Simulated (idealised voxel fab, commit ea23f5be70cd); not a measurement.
The following is a process module called voxel ribs on slabs.
We display cut, a cross-section 270 nm in width whose square cells are each 5 nm.
Throughout this document, each cross-section is represented as a grid of square cells and is presented as a sequence of bands enumerated from the top downward, where a band comprises one or more rows of cells.
The band entry comprises the height of the band's top followed by the height of its bottom, expressed in nm, and subsequently the band's materials from left to right, each stated together with its width in nm. Where a single material is marked with the word "throughout", that material fills the band from edge to edge. The word "air" represents empty space.
It should be noted that heights are counted from 0, beneath which the wafer as supplied is of one material throughout, and that the lowest band possesses no lower boundary but continues downward, as written in "top 0, no bottom".
The two numbers in a width such as "30..40" mark its ends across the band: the first belongs to the top row of cells, the second to the bottom row, and from each row to the next the width moves by the same amount.
Where the words "remained unchanged" appear for a step, the cross-section shows no cell changed by that step; every cell remained as before.
For the entry "Cavities, sealed", the listed items are empty spaces with no open way to the top whose size is 8 cells or more; each item follows the pattern width x height at distance, where distance is from the left edge and all three are in nm.
Read whatever lies past the settings on a step's line as the simulator's own remark about the step.
overlay nm: mask right of planned place by this much (step with mask). Neg. = left.
The following list gives the planned process steps
1,RECEIVE: material Si
2,DIRECTIONAL_DEP: material SiO2, thk nm 20
3,DIRECTIONAL_DEP: material SiN, thk nm 15
4,MASKED_ETCH: tone cover, mask id RIB, width nm 15, etch materials SiN, depth nm 5, overlay nm 0
5,DIRECTIONAL_DEP: material aC, thk nm 10
6,PATTERN: tone cover, mask id SLAB, material resist, width nm 65, thk nm 30, overlay nm 0
7,DIRECTIONAL_ETCH: etch materials aC, depth nm 10
8,STRIP: etch materials resist
9,DIRECTIONAL_ETCH: etch materials SiN, depth nm 10
10,STRIP: etch materials aC
11,FILL_DEP: material SiO2, thk nm 20
12,CMP: height nm 50
13,DIRECTIONAL_DEP: material W, thk nm 5
14,PATTERN: tone cover, mask id HEATER, material resist, width nm 25, thk nm 20, overlay nm 0
15,DIRECTIONAL_ETCH: etch materials W, depth nm 5
16,STRIP: etch materials resist
17,CONFORMAL_DEP: material SiO2, thk nm 10
First wafer of two (run as planned)
Shown in cross-section is the wafer as received, that is, as it stands after step 1
- top 0, no bottom | Si throughout
- Cavities, sealed: none
Cross-section through the wafer, step 2 finished
- top 20, bottom 0 | SiO2 throughout
- Nothing below the height 0 has changed.
Cross-section through the wafer, step 3 finished
- top 35, bottom 20 | SiN throughout
- Nothing below the height 20 has changed.
Cross-section through the wafer, step 4 finished
- top 35, bottom 30 | 125 air | 15 SiN | 130 air
- Nothing below the height 30 has changed.
Cross-section through the wafer, step 5 finished
- top 45, bottom 40 | 125 air | 15 aC | 130 air
- top 40, bottom 35 | aC throughout
- top 35, bottom 30 | 125 aC | 15 SiN | 130 aC
- Nothing below the height 30 has changed.
Cross-section through the wafer, step 6 finished
- top 75, bottom 45 | 100 air | 65 resist | 105 air
- top 45, bottom 40 | 100 air | 25 resist | 15 aC | 25 resist | 105 air
- Nothing below the height 40 has changed.
Cross-section through the wafer, step 7 finished
- top 65, bottom 45 | 100 air | 65 resist | 105 air
- top 45, bottom 40 | 100 air | 25 resist | 15 aC | 25 resist | 105 air
- top 40, bottom 35 | 100 air | 65 aC | 105 air
- top 35, bottom 30 | 100 air | 25 aC | 15 SiN | 25 aC | 105 air
- Nothing below the height 30 has changed.
Cross-section through the wafer, step 8 finished
- top 45, bottom 35 | 125..100 air | 15..65 aC | 130..105 air
- Nothing below the height 35 has changed.
Cross-section through the wafer, step 9 finished
- top 45, bottom 35 | 125..100 air | 15..65 aC | 130..105 air
- top 35, bottom 30 | 100 air | 25 aC | 15 SiN | 25 aC | 105 air
- top 30, bottom 20 | 100 air | 65 SiN | 105 air
- Nothing below the height 20 has changed.
Cross-section through the wafer, step 10 finished
- top 35, bottom 30 | 125 air | 15 SiN | 130 air
- Nothing below the height 30 has changed.
Cross-section through the wafer, step 11 finished
- top 55, bottom 35 | SiO2 throughout
- top 35, bottom 30 | 125 SiO2 | 15 SiN | 130 SiO2
- top 30, bottom 20 | 100 SiO2 | 65 SiN | 105 SiO2
- Nothing below the height 20 has changed.
Cross-section through the wafer, step 12 finished
- top 50, bottom 35 | SiO2 throughout
- Nothing below the height 35 has changed.
Cross-section through the wafer, step 13 finished
- top 55, bottom 50 | W throughout
- Nothing below the height 50 has changed.
Cross-section through the wafer, step 14 finished
- top 75, bottom 55 | 120 air | 25 resist | 125 air
- Nothing below the height 55 has changed.
Cross-section through the wafer, step 15 finished
- top 75, bottom 55 | 120 air | 25 resist | 125 air
- top 55, bottom 50 | 120 air | 25 W | 125 air
- Nothing below the height 50 has changed.
Cross-section through the wafer, step 16 finished
- top 55, bottom 50 | 120 air | 25 W | 125 air
- Nothing below the height 50 has changed.
Cross-section through the wafer, step 17 finished
- top 65, bottom 60 | 110 air | 45 SiO2 | 115 air
- top 60, bottom 55 | SiO2 throughout
- top 55, bottom 50 | 120 SiO2 | 25 W | 125 SiO2
- Nothing below the height 50 has changed.
Notes, second wafer: start = first wafer's, plan = first wafer's, execution had one mistake; history identical to first through step 13
When step 14 should have ended
- top 75, bottom 55 | 125 air | 25 resist | 120 air
- Nothing below the height 55 has changed.
When step 15 should have ended
- top 75, bottom 55 | 125 air | 25 resist | 120 air
- top 55, bottom 50 | 125 air | 25 W | 120 air
- Nothing below the height 50 has changed.
When step 16 should have ended
- top 55, bottom 50 | 125 air | 25 W | 120 air
- Nothing below the height 50 has changed.
When step 17 should have ended
- top 65, bottom 60 | 115 air | 45 SiO2 | 110 air
- top 60, bottom 55 | SiO2 throughout
- top 55, bottom 50 | 125 SiO2 | 25 W | 120 SiO2
- Nothing below the height 50 has changed.
What broke from the plan during processing? step 14 did not use the planned setting and instead ran as PATTERN: tone cover, mask id HEATER, material resist, width nm 25, thk nm 20, overlay nm 5
Same inventory, different map: at the end, the second wafer holds as many cells of each material as the first, placed elsewhere.
